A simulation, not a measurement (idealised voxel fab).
Herein follows the process module entitled voxel transistor to metal.
Section shown: cut. Width: 160 nm. Cell size: 5 nm, square.
Each cross-section below is a grid of square cells, stated as bands in top-down order, with one or more rows of cells making up each band. The entry gives the band's vertical extent as a top height and a bottom height in nm, then its horizontal make-up as materials from left to right, each with a width in nm. "air" stands for empty space; a single material marked "everywhere" fills the band edge to edge. All heights in this document are referenced to 0, defined as the level beneath which the wafer, as received, consists entirely of one material. The lowest band is not bounded below; it extends indefinitely downward and is written in the form "from 0 down". Width: "30->40" (first number = top row, second number = bottom row, same change from row to row of cells). "nothing got changed", as given for a step, is the statement that not any cell of the cross-section underwent a change during that step. In "Enclosed void catalog" the enclosed voids are listed, meaning empty spaces of 8 cells or larger without any opening to the top. The form is width x height at distance, distance from the left edge, units nm. Heads up: the bit after the settings on a step's line is the simulator's remark on that step. On any step carrying a mask, the "overlay nm" setting, if present on the step's line, tells how far right of its planned place the mask lay; negative values point to the left.

STEPS IN THE PROCESS PLAN
| 1 | RECEIVE [material Si] |
| 2 | CONFORMAL_DEP [material SiO2] [thk nm 5] |
| 3 | CONFORMAL_DEP [material SiN] [thk nm 15] |
| 4 | PATTERN [tone cover] [mask id ACTIVE] [material resist] [width nm 95] [thk nm 15] [overlay nm 0] |
| 5 | DIRECTIONAL_ETCH [etch materials SiN] [depth nm 15] |
| 6 | DIRECTIONAL_ETCH [etch materials SiO2] [depth nm 5] |
| 7 | DIRECTIONAL_ETCH [etch materials Si] [depth nm 20] |
| 8 | STRIP [etch materials resist] |
| 9 | FILL_DEP [material SiO2] [thk nm 15] |
| 10 | CMP [height nm 20] |
| 11 | SELECTIVE_ETCH [etch materials SiO2] [depth nm 10] |
| 12 | STRIP [etch materials SiN] |
| 13 | SELECTIVE_ETCH [etch materials SiO2] [depth nm 5] |
| 14 | OXIDIZE [depth nm 5] |
| 15 | DIRECTIONAL_DEP [material polySi] [thk nm 25] |
| 16 | DIRECTIONAL_DEP [material SiCN] [thk nm 15] |
| 17 | PATTERN [tone cover] [mask id GATE] [material resist] [width nm 25] [thk nm 15] [overlay nm 0] |
| 18 | DIRECTIONAL_ETCH [etch materials SiCN] [depth nm 25] |
| 19 | DIRECTIONAL_ETCH [etch materials polySi] [depth nm 35] |
| 20 | STRIP [etch materials resist] |
| 21 | CONFORMAL_DEP [material SiO2] [thk nm 5] |
| 22 | DIRECTIONAL_ETCH [etch materials SiO2] [depth nm 5] |
| 23 | CONFORMAL_DEP [material SiN] [thk nm 5] |
| 24 | DIRECTIONAL_ETCH [etch materials SiN] [depth nm 5] |
| 25 | DIRECTIONAL_ETCH [etch materials SiO2] [depth nm 5] |
| 26 | DIRECTIONAL_ETCH [etch materials Si] [depth nm 15] |
| 27 | EPI [material SiGe] [thk nm 15] |
| 28 | FILL_DEP [material SiO2] [thk nm 5] |
| 29 | CMP [height nm 25] |
| 30 | STRIP [etch materials polySi] |
| 31 | SELECTIVE_ETCH [etch materials SiO2] [depth nm 5] |
| 32 | CONFORMAL_DEP [material HfO2] [thk nm 5] |
| 33 | CONFORMAL_DEP [material TiN] [thk nm 5] |
| 34 | FILL_DEP [material W] [thk nm 5] |
| 35 | CMP [height nm 20] |
| 36 | DIRECTIONAL_DEP [material SiO2] [thk nm 15] |
| 37 | PATTERN [tone open] [mask id CONTACT] [material resist] [width nm 15] [pitch nm 70] [thk nm 20] [overlay nm 0] |
| 38 | DIRECTIONAL_ETCH [etch materials SiO2] [depth nm 25] |
| 39 | STRIP [etch materials resist] |
| 40 | CONFORMAL_DEP [material TiN] [thk nm 5] |
| 41 | FILL_DEP [material Ru] [thk nm 10] |
| 42 | CMP [height nm 35] |
| 43 | DIRECTIONAL_DEP [material TiN] [thk nm 5] |
| 44 | DIRECTIONAL_DEP [material W] [thk nm 25] |
| 45 | PATTERN [tone cover] [mask id METAL_1] [material resist] [width nm 15] [pitch nm 70] [thk nm 20] [overlay nm 0] |
| 46 | DIRECTIONAL_ETCH [etch materials W] [depth nm 25] |
| 47 | DIRECTIONAL_ETCH [etch materials TiN] [depth nm 5] |
| 48 | STRIP [etch materials resist] |
| 49 | FILL_DEP [material SiO2] [thk nm 5] |
| 50 | CMP [height nm 65] |
| 51 | CONFORMAL_DEP [material SiCN] [thk nm 5] |
| 52 | DIRECTIONAL_DEP [material SiO2] [thk nm 30] |
| 53 | PATTERN [tone open] [mask id METAL_2] [material resist] [width nm 15] [pitch nm 70] [thk nm 20] [overlay nm 0] |
| 54 | DIRECTIONAL_ETCH [etch materials SiO2] [depth nm 20] |
| 55 | STRIP [etch materials resist] |
| 56 | MASKED_ETCH [tone open] [mask id METAL_2_HOLES] [width nm 15] [pitch nm 70] [etch materials SiO2] [depth nm 10] [overlay nm 0] |
| 57 | MASKED_ETCH [tone open] [mask id METAL_2_HOLES] [width nm 15] [pitch nm 70] [etch materials SiCN] [depth nm 5] [overlay nm 0] |
| 58 | CONFORMAL_DEP [material TiN] [thk nm 5] |
| 59 | FILL_DEP [material Ru] [thk nm 5] |
| 60 | CMP [height nm 100] |
| 61 | CONFORMAL_DEP [material SiCN] [thk nm 5] |

FIRST OF THE TWO WAFERS, RUN PER PLAN

HERE'S WHAT THE WAFER LOOKED LIKE IN CROSS-SECTION WHEN IT ARRIVED - THAT'S AFTER STEP 1
- from 0 down: Si everywhere
- Enclosed void catalog: none

SO THIS IS THE WAFER CROSS-SECTION RIGHT AFTER STEP 2
- from 5 to 0: SiO2 everywhere
- Everything below 0 is unchanged.

SO THIS IS THE WAFER CROSS-SECTION RIGHT AFTER STEP 3
- from 20 to 5: SiN everywhere
- Everything below 5 is unchanged.

SO THIS IS THE WAFER CROSS-SECTION RIGHT AFTER STEP 4
- from 35 to 20: air 30, resist 95, air 35
- Everything below 20 is unchanged.

SO THIS IS THE WAFER CROSS-SECTION RIGHT AFTER STEP 5
- from 35 to 20: air 30, resist 95, air 35
- from 20 to 5: air 30, SiN 95, air 35
- Everything below 5 is unchanged.

SO THIS IS THE WAFER CROSS-SECTION RIGHT AFTER STEP 6
- from 35 to 20: air 30, resist 95, air 35
- from 20 to 5: air 30, SiN 95, air 35
- from 5 to 0: air 30, SiO2 95, air 35
- Everything below 0 is unchanged.

SO THIS IS THE WAFER CROSS-SECTION RIGHT AFTER STEP 7
- from 35 to 20: air 30, resist 95, air 35
- from 20 to 5: air 30, SiN 95, air 35
- from 5 to 0: air 30, SiO2 95, air 35
- from 0 to -20: air 30, Si 95, air 35
- Everything below -20 is unchanged.

SO THIS IS THE WAFER CROSS-SECTION RIGHT AFTER STEP 8
- from 20 to 5: air 30, SiN 95, air 35
- Everything below 5 is unchanged.

SO THIS IS THE WAFER CROSS-SECTION RIGHT AFTER STEP 9
- from 35 to 20: SiO2 everywhere
- from 20 to 5: SiO2 30, SiN 95, SiO2 35
- from 5 to 0: SiO2 everywhere
- from 0 to -20: SiO2 30, Si 95, SiO2 35
- Everything below -20 is unchanged.

SO THIS IS THE WAFER CROSS-SECTION RIGHT AFTER STEP 10
- from 20 to 5: SiO2 30, SiN 95, SiO2 35
- Everything below 5 is unchanged.

SO THIS IS THE WAFER CROSS-SECTION RIGHT AFTER STEP 11
- from 20 to 10: air 30, SiN 95, air 35
- Everything below 10 is unchanged.

SO THIS IS THE WAFER CROSS-SECTION RIGHT AFTER STEP 12
- from 10 to 5: SiO2 30, air 95, SiO2 35
- Everything below 5 is unchanged.

SO THIS IS THE WAFER CROSS-SECTION RIGHT AFTER STEP 13
- from 5 to 0: SiO2 25, air 105, SiO2 30
- Everything below 0 is unchanged.

SO THIS IS THE WAFER CROSS-SECTION RIGHT AFTER STEP 14
- from 5 to 0: SiO2 25, air 105, SiO2 30
- from 0 to -5: SiO2 everywhere
- Everything below -5 is unchanged.

SO THIS IS THE WAFER CROSS-SECTION RIGHT AFTER STEP 15
- from 30 to 25: polySi 25, air 105, polySi 30
- from 25 to 5: polySi everywhere
- from 5 to 0: SiO2 25, polySi 105, SiO2 30
- Everything below 0 is unchanged.

SO THIS IS THE WAFER CROSS-SECTION RIGHT AFTER STEP 16
- from 45 to 40: SiCN 25, air 105, SiCN 30
- from 40 to 30: SiCN everywhere
- from 30 to 25: polySi 25, SiCN 105, polySi 30
- Everything below 25 is unchanged.

SO THIS IS THE WAFER CROSS-SECTION RIGHT AFTER STEP 17
- from 60 to 45: air 65, resist 25, air 70
- from 45 to 40: SiCN 25, air 40, resist 25, air 40, SiCN 30
- Everything below 40 is unchanged.

SO THIS IS THE WAFER CROSS-SECTION RIGHT AFTER STEP 18
- from 60 to 40: air 65, resist 25, air 70
- from 40 to 30: air 65, SiCN 25, air 70
- from 30 to 25: polySi 25, air 40, SiCN 25, air 40, polySi 30
- Everything below 25 is unchanged.

SO THIS IS THE WAFER CROSS-SECTION RIGHT AFTER STEP 19
- from 60 to 40: air 65, resist 25, air 70
- from 40 to 25: air 65, SiCN 25, air 70
- from 25 to 5: air 65, polySi 25, air 70
- from 5 to 0: SiO2 25, air 40, polySi 25, air 40, SiO2 30
- Everything below 0 is unchanged.

SO THIS IS THE WAFER CROSS-SECTION RIGHT AFTER STEP 20
- from 40 to 25: air 65, SiCN 25, air 70
- Everything below 25 is unchanged.

SO THIS IS THE WAFER CROSS-SECTION RIGHT AFTER STEP 21
- from 45 to 40: air 60, SiO2 35, air 65
- from 40 to 25: air 60, SiO2 5, SiCN 25, SiO2 5, air 65
- from 25 to 10: air 60, SiO2 5, polySi 25, SiO2 5, air 65
- from 10 to 5: SiO2 30, air 30, SiO2 5, polySi 25, SiO2 5, air 30, SiO2 35
- from 5 to 0: SiO2 65, polySi 25, SiO2 70
- Everything below 0 is unchanged.

SO THIS IS THE WAFER CROSS-SECTION RIGHT AFTER STEP 22
- from 40 to 25: air 60, SiO2 5, SiCN 25, SiO2 5, air 65
- from 25 to 5: air 60, SiO2 5, polySi 25, SiO2 5, air 65
- from 5 to 0: SiO2 30, air 30, SiO2 5, polySi 25, SiO2 5, air 30, SiO2 35
- Everything below 0 is unchanged.

SO THIS IS THE WAFER CROSS-SECTION RIGHT AFTER STEP 23
- from 45 to 40: air 55, SiN 45, air 60
- from 40 to 25: air 55, SiN 5, SiO2 5, SiCN 25, SiO2 5, SiN 5, air 60
- from 25 to 10: air 55, SiN 5, SiO2 5, polySi 25, SiO2 5, SiN 5, air 60
- from 10 to 5: SiN 35, air 20, SiN 5, SiO2 5, polySi 25, SiO2 5, SiN 5, air 20, SiN 40
- from 5 to 0: SiO2 30, SiN 30, SiO2 5, polySi 25, SiO2 5, SiN 30, SiO2 35
- Everything below 0 is unchanged.

SO THIS IS THE WAFER CROSS-SECTION RIGHT AFTER STEP 24
- from 40 to 25: air 55, SiN 5, SiO2 5, SiCN 25, SiO2 5, SiN 5, air 60
- from 25 to 5: air 55, SiN 5, SiO2 5, polySi 25, SiO2 5, SiN 5, air 60
- from 5 to 0: SiO2 30, SiN 5, air 20, SiN 5, SiO2 5, polySi 25, SiO2 5, SiN 5, air 20, SiN 5, SiO2 35
- Everything below 0 is unchanged.

SO THIS IS THE WAFER CROSS-SECTION RIGHT AFTER STEP 25
- from 40 to 35: air 55, SiN 5, air 5, SiCN 25, air 5, SiN 5, air 60
- from 35 to 25: air 55, SiN 5, SiO2 5, SiCN 25, SiO2 5, SiN 5, air 60
- from 25 to 5: air 55, SiN 5, SiO2 5, polySi 25, SiO2 5, SiN 5, air 60
- from 5 to 0: air 30, SiN 5, air 20, SiN 5, SiO2 5, polySi 25, SiO2 5, SiN 5, air 20, SiN 5, air 35
- from 0 to -5: SiO2 35, air 20, SiO2 45, air 20, SiO2 40
- Everything below -5 is unchanged.

SO THIS IS THE WAFER CROSS-SECTION RIGHT AFTER STEP 26
- from 40 to 35: air 55, SiN 5, air 5, SiCN 25, air 5, SiN 5, air 60
- from 35 to 25: air 55, SiN 5, SiO2 5, SiCN 25, SiO2 5, SiN 5, air 60
- from 25 to 5: air 55, SiN 5, SiO2 5, polySi 25, SiO2 5, SiN 5, air 60
- from 5 to 0: air 30, SiN 5, air 20, SiN 5, SiO2 5, polySi 25, SiO2 5, SiN 5, air 20, SiN 5, air 35
- from 0 to -5: SiO2 35, air 20, SiO2 45, air 20, SiO2 40
- from -5 to -20: SiO2 30, Si 5, air 20, Si 45, air 20, Si 5, SiO2 35
- Everything below -20 is unchanged.

SO THIS IS THE WAFER CROSS-SECTION RIGHT AFTER STEP 27
- from 40 to 35: air 55, SiN 5, air 5, SiCN 25, air 5, SiN 5, air 60
- from 35 to 25: air 55, SiN 5, SiO2 5, SiCN 25, SiO2 5, SiN 5, air 60
- from 25 to 10: air 55, SiN 5, SiO2 5, polySi 25, SiO2 5, SiN 5, air 60
- from 10 to 5: air 30, SiGe 25, SiN 5, SiO2 5, polySi 25, SiO2 5, SiN 5, SiGe 25, air 35
- from 5 to 0: air 30, SiN 5, SiGe 20, SiN 5, SiO2 5, polySi 25, SiO2 5, SiN 5, SiGe 20, SiN 5, air 35
- from 0 to -5: SiO2 35, SiGe 20, SiO2 45, SiGe 20, SiO2 40
- from -5 to -20: SiO2 30, Si 5, SiGe 20, Si 45, SiGe 20, Si 5, SiO2 35
- Everything below -20 is unchanged.

SO THIS IS THE WAFER CROSS-SECTION RIGHT AFTER STEP 28
- from 45 to 40: SiO2 everywhere
- from 40 to 25: SiO2 55, SiN 5, SiO2 5, SiCN 25, SiO2 5, SiN 5, SiO2 60
- from 25 to 10: SiO2 55, SiN 5, SiO2 5, polySi 25, SiO2 5, SiN 5, SiO2 60
- from 10 to 5: SiO2 30, SiGe 25, SiN 5, SiO2 5, polySi 25, SiO2 5, SiN 5, SiGe 25, SiO2 35
- from 5 to 0: SiO2 30, SiN 5, SiGe 20, SiN 5, SiO2 5, polySi 25, SiO2 5, SiN 5, SiGe 20, SiN 5, SiO2 35
- Everything below 0 is unchanged.

SO THIS IS THE WAFER CROSS-SECTION RIGHT AFTER STEP 29
- from 25 to 10: SiO2 55, SiN 5, SiO2 5, polySi 25, SiO2 5, SiN 5, SiO2 60
- Everything below 10 is unchanged.

SO THIS IS THE WAFER CROSS-SECTION RIGHT AFTER STEP 30
- from 25 to 10: SiO2 55, SiN 5, SiO2 5, air 25, SiO2 5, SiN 5, SiO2 60
- from 10 to 5: SiO2 30, SiGe 25, SiN 5, SiO2 5, air 25, SiO2 5, SiN 5, SiGe 25, SiO2 35
- from 5 to 0: SiO2 30, SiN 5, SiGe 20, SiN 5, SiO2 5, air 25, SiO2 5, SiN 5, SiGe 20, SiN 5, SiO2 35
- Everything below 0 is unchanged.

SO THIS IS THE WAFER CROSS-SECTION RIGHT AFTER STEP 31
- from 25 to 20: air 55, SiN 5, air 35, SiN 5, air 60
- from 20 to 10: SiO2 55, SiN 5, air 35, SiN 5, SiO2 60
- from 10 to 5: SiO2 30, SiGe 25, SiN 5, air 35, SiN 5, SiGe 25, SiO2 35
- from 5 to 0: SiO2 30, SiN 5, SiGe 20, SiN 5, air 35, SiN 5, SiGe 20, SiN 5, SiO2 35
- from 0 to -5: SiO2 35, SiGe 20, SiO2 5, air 35, SiO2 5, SiGe 20, SiO2 40
- Everything below -5 is unchanged.

SO THIS IS THE WAFER CROSS-SECTION RIGHT AFTER STEP 32
- from 30 to 25: air 50, HfO2 15, air 25, HfO2 15, air 55
- from 25 to 20: HfO2 55, SiN 5, HfO2 5, air 25, HfO2 5, SiN 5, HfO2 60
- from 20 to 10: SiO2 55, SiN 5, HfO2 5, air 25, HfO2 5, SiN 5, SiO2 60
- from 10 to 5: SiO2 30, SiGe 25, SiN 5, HfO2 5, air 25, HfO2 5, SiN 5, SiGe 25, SiO2 35
- from 5 to 0: SiO2 30, SiN 5, SiGe 20, SiN 5, HfO2 5, air 25, HfO2 5, SiN 5, SiGe 20, SiN 5, SiO2 35
- from 0 to -5: SiO2 35, SiGe 20, SiO2 5, HfO2 35, SiO2 5, SiGe 20, SiO2 40
- Everything below -5 is unchanged.

SO THIS IS THE WAFER CROSS-SECTION RIGHT AFTER STEP 33
- from 35 to 30: air 45, TiN 25, air 15, TiN 25, air 50
- from 30 to 25: TiN 50, HfO2 15, TiN 5, air 15, TiN 5, HfO2 15, TiN 55
- from 25 to 20: HfO2 55, SiN 5, HfO2 5, TiN 5, air 15, TiN 5, HfO2 5, SiN 5, HfO2 60
- from 20 to 10: SiO2 55, SiN 5, HfO2 5, TiN 5, air 15, TiN 5, HfO2 5, SiN 5, SiO2 60
- from 10 to 5: SiO2 30, SiGe 25, SiN 5, HfO2 5, TiN 5, air 15, TiN 5, HfO2 5, SiN 5, SiGe 25, SiO2 35
- from 5 to 0: SiO2 30, SiN 5, SiGe 20, SiN 5, HfO2 5, TiN 25, HfO2 5, SiN 5, SiGe 20, SiN 5, SiO2 35
- Everything below 0 is unchanged.

SO THIS IS THE WAFER CROSS-SECTION RIGHT AFTER STEP 34
- from 40 to 35: W everywhere
- from 35 to 30: W 45, TiN 25, W 15, TiN 25, W 50
- from 30 to 25: TiN 50, HfO2 15, TiN 5, W 15, TiN 5, HfO2 15, TiN 55
- from 25 to 20: HfO2 55, SiN 5, HfO2 5, TiN 5, W 15, TiN 5, HfO2 5, SiN 5, HfO2 60
- from 20 to 10: SiO2 55, SiN 5, HfO2 5, TiN 5, W 15, TiN 5, HfO2 5, SiN 5, SiO2 60
- from 10 to 5: SiO2 30, SiGe 25, SiN 5, HfO2 5, TiN 5, W 15, TiN 5, HfO2 5, SiN 5, SiGe 25, SiO2 35
- Everything below 5 is unchanged.

SO THIS IS THE WAFER CROSS-SECTION RIGHT AFTER STEP 35
- from 20 to 10: SiO2 55, SiN 5, HfO2 5, TiN 5, W 15, TiN 5, HfO2 5, SiN 5, SiO2 60
- Everything below 10 is unchanged.

SO THIS IS THE WAFER CROSS-SECTION RIGHT AFTER STEP 36
- from 35 to 20: SiO2 everywhere
- Everything below 20 is unchanged.

SO THIS IS THE WAFER CROSS-SECTION RIGHT AFTER STEP 37
- from 55 to 35: resist 35, air 15, resist 55, air 15, resist 40
- Everything below 35 is unchanged.

SO THIS IS THE WAFER CROSS-SECTION RIGHT AFTER STEP 38
- from 55 to 35: resist 35, air 15, resist 55, air 15, resist 40
- from 35 to 20: SiO2 35, air 15, SiO2 55, air 15, SiO2 40
- from 20 to 10: SiO2 35, air 15, SiO2 5, SiN 5, HfO2 5, TiN 5, W 15, TiN 5, HfO2 5, SiN 5, SiO2 5, air 15, SiO2 40
- Everything below 10 is unchanged.

SO THIS IS THE WAFER CROSS-SECTION RIGHT AFTER STEP 39
- from 35 to 20: SiO2 35, air 15, SiO2 55, air 15, SiO2 40
- Everything below 20 is unchanged.

SO THIS IS THE WAFER CROSS-SECTION RIGHT AFTER STEP 40
- from 40 to 35: TiN 40, air 5, TiN 65, air 5, TiN 45
- from 35 to 20: SiO2 35, TiN 5, air 5, TiN 5, SiO2 55, TiN 5, air 5, TiN 5, SiO2 40
- from 20 to 15: SiO2 35, TiN 5, air 5, TiN 5, SiO2 5, SiN 5, HfO2 5, TiN 5, W 15, TiN 5, HfO2 5, SiN 5, SiO2 5, TiN 5, air 5, TiN 5, SiO2 40
- from 15 to 10: SiO2 35, TiN 15, SiO2 5, SiN 5, HfO2 5, TiN 5, W 15, TiN 5, HfO2 5, SiN 5, SiO2 5, TiN 15, SiO2 40
- Everything below 10 is unchanged.

SO THIS IS THE WAFER CROSS-SECTION RIGHT AFTER STEP 41
- from 50 to 40: Ru everywhere
- from 40 to 35: TiN 40, Ru 5, TiN 65, Ru 5, TiN 45
- from 35 to 20: SiO2 35, TiN 5, Ru 5, TiN 5, SiO2 55, TiN 5, Ru 5, TiN 5, SiO2 40
- from 20 to 15: SiO2 35, TiN 5, Ru 5, TiN 5, SiO2 5, SiN 5, HfO2 5, TiN 5, W 15, TiN 5, HfO2 5, SiN 5, SiO2 5, TiN 5, Ru 5, TiN 5, SiO2 40
- Everything below 15 is unchanged.

SO THIS IS THE WAFER CROSS-SECTION RIGHT AFTER STEP 42
- from 35 to 20: SiO2 35, TiN 5, Ru 5, TiN 5, SiO2 55, TiN 5, Ru 5, TiN 5, SiO2 40
- Everything below 20 is unchanged.

SO THIS IS THE WAFER CROSS-SECTION RIGHT AFTER STEP 43
- from 40 to 35: TiN everywhere
- Everything below 35 is unchanged.

SO THIS IS THE WAFER CROSS-SECTION RIGHT AFTER STEP 44
- from 65 to 40: W everywhere
- Everything below 40 is unchanged.

SO THIS IS THE WAFER CROSS-SECTION RIGHT AFTER STEP 45
- from 85 to 65: air 35, resist 15, air 55, resist 15, air 40
- Everything below 65 is unchanged.

SO THIS IS THE WAFER CROSS-SECTION RIGHT AFTER STEP 46
- from 85 to 65: air 35, resist 15, air 55, resist 15, air 40
- from 65 to 40: air 35, W 15, air 55, W 15, air 40
- Everything below 40 is unchanged.

SO THIS IS THE WAFER CROSS-SECTION RIGHT AFTER STEP 47
- from 85 to 65: air 35, resist 15, air 55, resist 15, air 40
- from 65 to 40: air 35, W 15, air 55, W 15, air 40
- from 40 to 35: air 35, TiN 15, air 55, TiN 15, air 40
- Everything below 35 is unchanged.

SO THIS IS THE WAFER CROSS-SECTION RIGHT AFTER STEP 48
- from 65 to 40: air 35, W 15, air 55, W 15, air 40
- Everything below 40 is unchanged.

SO THIS IS THE WAFER CROSS-SECTION RIGHT AFTER STEP 49
- from 70 to 65: SiO2 everywhere
- from 65 to 40: SiO2 35, W 15, SiO2 55, W 15, SiO2 40
- from 40 to 35: SiO2 35, TiN 15, SiO2 55, TiN 15, SiO2 40
- Everything below 35 is unchanged.

SO THIS IS THE WAFER CROSS-SECTION RIGHT AFTER STEP 50
- from 65 to 40: SiO2 35, W 15, SiO2 55, W 15, SiO2 40
- Everything below 40 is unchanged.

SO THIS IS THE WAFER CROSS-SECTION RIGHT AFTER STEP 51
- from 70 to 65: SiCN everywhere
- Everything below 65 is unchanged.

SO THIS IS THE WAFER CROSS-SECTION RIGHT AFTER STEP 52
- from 100 to 70: SiO2 everywhere
- Everything below 70 is unchanged.

SO THIS IS THE WAFER CROSS-SECTION RIGHT AFTER STEP 53
- from 120 to 100: resist 35, air 15, resist 55, air 15, resist 40
- Everything below 100 is unchanged.

SO THIS IS THE WAFER CROSS-SECTION RIGHT AFTER STEP 54
- from 120 to 100: resist 35, air 15, resist 55, air 15, resist 40
- from 100 to 80: SiO2 35, air 15, SiO2 55, air 15, SiO2 40
- Everything below 80 is unchanged.

SO THIS IS THE WAFER CROSS-SECTION RIGHT AFTER STEP 55
- from 100 to 80: SiO2 35, air 15, SiO2 55, air 15, SiO2 40
- Everything below 80 is unchanged.

SO THIS IS THE WAFER CROSS-SECTION RIGHT AFTER STEP 56
- from 100 to 70: SiO2 35, air 15, SiO2 55, air 15, SiO2 40
- Everything below 70 is unchanged.

SO THIS IS THE WAFER CROSS-SECTION RIGHT AFTER STEP 57
- from 100 to 70: SiO2 35, air 15, SiO2 55, air 15, SiO2 40
- from 70 to 65: SiCN 35, air 15, SiCN 55, air 15, SiCN 40
- Everything below 65 is unchanged.

SO THIS IS THE WAFER CROSS-SECTION RIGHT AFTER STEP 58
- from 105 to 100: TiN 40, air 5, TiN 65, air 5, TiN 45
- from 100 to 70: SiO2 35, TiN 5, air 5, TiN 5, SiO2 55, TiN 5, air 5, TiN 5, SiO2 40
- from 70 to 65: SiCN 35, TiN 15, SiCN 55, TiN 15, SiCN 40
- Everything below 65 is unchanged.

SO THIS IS THE WAFER CROSS-SECTION RIGHT AFTER STEP 59
- from 110 to 105: Ru everywhere
- from 105 to 100: TiN 40, Ru 5, TiN 65, Ru 5, TiN 45
- from 100 to 70: SiO2 35, TiN 5, Ru 5, TiN 5, SiO2 55, TiN 5, Ru 5, TiN 5, SiO2 40
- Everything below 70 is unchanged.

SO THIS IS THE WAFER CROSS-SECTION RIGHT AFTER STEP 60
- from 100 to 70: SiO2 35, TiN 5, Ru 5, TiN 5, SiO2 55, TiN 5, Ru 5, TiN 5, SiO2 40
- Everything below 70 is unchanged.

SO THIS IS THE WAFER CROSS-SECTION RIGHT AFTER STEP 61
- from 105 to 100: SiCN everywhere
- Everything below 100 is unchanged.

NOW THE OTHER WAFER: SAME START, SAME RECIPE, BUT WE MESSED UP ONE THING WHEN RUNNING IT. UP TO AND INCLUDING STEP 52 IT'S THE SAME AS THE FIRST ONE

THE SECOND WAFER IN CROSS-SECTION, AT THE PLANNED CLOSE OF STEP 53
- from 120 to 100: resist 30, air 15, resist 55, air 15, resist 45
- Everything below 100 is unchanged.

THE SECOND WAFER IN CROSS-SECTION, AT THE PLANNED CLOSE OF STEP 54
- from 120 to 100: resist 30, air 15, resist 55, air 15, resist 45
- from 100 to 80: SiO2 30, air 15, SiO2 55, air 15, SiO2 45
- Everything below 80 is unchanged.

THE SECOND WAFER IN CROSS-SECTION, AT THE PLANNED CLOSE OF STEP 55
- from 100 to 80: SiO2 30, air 15, SiO2 55, air 15, SiO2 45
- Everything below 80 is unchanged.

THE SECOND WAFER IN CROSS-SECTION, AT THE PLANNED CLOSE OF STEP 56
- from 100 to 90: SiO2 30, air 20, SiO2 50, air 20, SiO2 40
- from 90 to 80: SiO2 30, air 15, SiO2 55, air 15, SiO2 45
- from 80 to 70: SiO2 35, air 10, SiO2 60, air 10, SiO2 45
- Everything below 70 is unchanged.

THE SECOND WAFER IN CROSS-SECTION, AT THE PLANNED CLOSE OF STEP 57
- from 100 to 90: SiO2 30, air 20, SiO2 50, air 20, SiO2 40
- from 90 to 80: SiO2 30, air 15, SiO2 55, air 15, SiO2 45
- from 80 to 70: SiO2 35, air 10, SiO2 60, air 10, SiO2 45
- from 70 to 65: SiCN 35, air 10, SiCN 60, air 10, SiCN 45
- Everything below 65 is unchanged.

THE SECOND WAFER IN CROSS-SECTION, AT THE PLANNED CLOSE OF STEP 58
- from 105 to 100: TiN 35, air 10, TiN 60, air 10, TiN 45
- from 100 to 90: SiO2 30, TiN 5, air 10->5, TiN 5->10, SiO2 50, TiN 5, air 10->5, TiN 5->10, SiO2 40
- from 90 to 85: SiO2 30, TiN 5, air 5, TiN 5, SiO2 55, TiN 5, air 5, TiN 5, SiO2 45
- from 85 to 80: SiO2 30, TiN 15, SiO2 55, TiN 15, SiO2 45
- from 80 to 70: SiO2 35, TiN 10, SiO2 60, TiN 10, SiO2 45
- from 70 to 65: SiCN 35, TiN 10, SiCN 60, TiN 10, SiCN 45
- Everything below 65 is unchanged.

THE SECOND WAFER IN CROSS-SECTION, AT THE PLANNED CLOSE OF STEP 59
- from 110 to 105: Ru everywhere
- from 105 to 100: TiN 35, Ru 10, TiN 60, Ru 10, TiN 45
- from 100 to 90: SiO2 30, TiN 5, Ru 10->5, TiN 5->10, SiO2 50, TiN 5, Ru 10->5, TiN 5->10, SiO2 40
- from 90 to 85: SiO2 30, TiN 5, Ru 5, TiN 5, SiO2 55, TiN 5, Ru 5, TiN 5, SiO2 45
- Everything below 85 is unchanged.

THE SECOND WAFER IN CROSS-SECTION, AT THE PLANNED CLOSE OF STEP 60
- from 100 to 90: SiO2 30, TiN 5, Ru 10->5, TiN 5->10, SiO2 50, TiN 5, Ru 10->5, TiN 5->10, SiO2 40
- Everything below 90 is unchanged.

THE SECOND WAFER IN CROSS-SECTION, AT THE PLANNED CLOSE OF STEP 61
- from 105 to 100: SiCN everywhere
- Everything below 100 is unchanged.
Deviation noted in wafer processing: in deviation from the planned setting, step 53 was conducted as PATTERN [tone open] [mask id METAL_2] [material resist] [width nm 15] [pitch nm 70] [thk nm 20] [overlay nm -5]
Looking at both finished wafers in cells, the second ends up ahead of or behind the first on some materials: Ru -4 | SiCN +2 | TiN +2
